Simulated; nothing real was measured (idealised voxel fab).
Name of the process module below: voxel tone inversion
This is section cut - it's 250 nm across, gridded in 5 nm square cells.
If you're reading a cross-section in this doc, picture square cells in a grid; it comes to you as bands, top ones listed first down to the bottom, and a band can be one or more rows of cells. The band entry comprises the height of the band's top followed by the height of its bottom, expressed in nm, and subsequently the band's materials from left to right, each stated together with its width in nm. Where a single material is marked with the word "edge to edge", that material fills the band from edge to edge. The word "air" represents empty space. It should be noted that heights are counted from 0, beneath which the wafer as supplied is of one material throughout, and that the lowest band possesses no lower boundary but continues downward, as written in "0 down". Note: "30->40" means the width goes from the first number (top row of the band) to the second number (bottom row) in equal steps per row of cells. A step reported as "nothing altered" is a step in which no cell of the cross-section changed. Reported under the label "Enclosed cavity list" are the empty spaces having no open way to the top and comprising 8 cells or more; the notation for each is width x height at distance, in which the distance is measured from the left edge and all three values are in nm. Anything after a step's settings on that line? It's the simulator's own note about the step. overlay nm: where the mask lay relative to plan, measured to the right, on steps with a mask; negatives go left.

PROCESS STEPS - PLAN
- 1: RECEIVE [material Si]
- 2: CONFORMAL_DEP [material SiN] [thk nm 5]
- 3: DIRECTIONAL_DEP [material polySi] [thk nm 25]
- 4: PATTERN [tone cover] [mask id POSTS] [material resist] [width nm 20] [pitch nm 35] [thk nm 30] [overlay nm 0]
- 5: DIRECTIONAL_ETCH [etch materials polySi] [depth nm 25]
- 6: STRIP [etch materials resist]
- 7: FILL_DEP [material SiO2] [thk nm 5]
- 8: CMP [height nm 30]
- 9: STRIP [etch materials polySi]

STEP 1 COMPLETE: CROSS-SECTION OF THE WAFER AS RECEIVED
* 0 down | Si edge to edge
* Enclosed cavity list: none

THE FOLLOWING CROSS-SECTION DEPICTS THE WAFER UPON CONCLUSION OF THE MODULE. PROCESSING COMMENCED FROM THE STARTING CONDITION ILLUSTRATED ABOVE AND ADHERED TO THE PLAN ILLUSTRATED ABOVE, SAVE FOR ONE MISTAKE IN EXECUTION
* 30 to 25 | SiO2 edge to edge
* 25 to 0 | SiO2 (95)  polySi (20)  SiO2 (15)  polySi (20)  SiO2 (100)
* 0 down | Si edge to edge
* Enclosed cavity list: none
So what did we get wrong on this run? step 2 of the plan: omitted, not performed
